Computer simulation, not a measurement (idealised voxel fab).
Herein follows the process module entitled voxel trench capacitor.
Square cells of 5 nm make up the cross-section cut, whose width is 210 nm.
How to read a cross-section here: the picture is a grid of square cells, written as bands going from the top down, and any band can span one or more rows of cells. A band entry consists of two parts. The first gives the height of the band's top and the height of its bottom, in nm. The rest lists the band's materials from left to right, each with its width in nm. A single material labelled with the word "full width" fills the band from edge to edge, and the word "empty" marks empty space. The level at which height equals 0 is the one under which the wafer, as it arrives, is entirely one material. No lower edge exists for the bottom band, which continues downward and is notated as in "0 down". You'd read "30..40" like this: the band's top row of cells is as wide as the first number, its bottom row is as wide as the second, and going down, every row changes width by the same amount as the row before did. You'll sometimes find "nothing different" written for a step, and that's the way of saying that nowhere in the cross-section did a cell change during that step. Enclosed voids (no open way to top), threshold 8 cells or more, entry "Entrapped voids", notation width x height at distance, distance from left edge, nm. It should be noted that, on the line of a given step, the content following the step's settings is a remark produced by the simulator itself with respect to that step. overlay nm: right-of-plan distance of the mask on a masked step; negative values mean left-of-plan.
[Planned step list for the process]
1 RECEIVE (material Si)
2 CONFORMAL_DEP (material SiN; thk nm 10)
3 DIRECTIONAL_DEP (material aC; thk nm 10)
4 PATTERN (tone open; mask id TRENCH; material resist; width nm 15; pitch nm 30; thk nm 30; overlay nm 0)
5 DIRECTIONAL_ETCH (etch materials aC; depth nm 10)
6 STRIP (etch materials resist)
7 DIRECTIONAL_ETCH (etch materials SiN; depth nm 10)
8 DIRECTIONAL_ETCH (etch materials Si; depth nm 30)
9 STRIP (etch materials aC)
10 CONFORMAL_DEP (material SiO2; thk nm 5)
11 FILL_DEP (material polySi; thk nm 10)
12 CMP (height nm 10)
[The cross-section here shows the wafer as received, i.e. in its state after step 1]
0 down | Si full width
Entrapped voids: none
[Module complete, cross-section. Starting point and plan per above. One mistake made in running the module]
15 to 10 | SiO2=70, then polySi=5, then SiO2=25, then polySi=5, then SiO2=25, then polySi=5, then SiO2=75
10 to 0 | SiN=65, then SiO2=5, then polySi=5, then SiO2=5, then SiN=15, then SiO2=5, then polySi=5, then SiO2=5, then SiN=15, then SiO2=5, then polySi=5, then SiO2=5, then SiN=70
0 to -25 | Si=65, then SiO2=5, then polySi=5, then SiO2=5, then Si=15, then SiO2=5, then polySi=5, then SiO2=5, then Si=15, then SiO2=5, then polySi=5, then SiO2=5, then Si=70
-25 to -30 | Si=65, then SiO2=15, then Si=15, then SiO2=15, then Si=15, then SiO2=15, then Si=70
-30 down | Si full width
Entrapped voids: none
Nonconformance to the process plan: rather than as planned, step 12 actually ran as CMP (height nm 15)
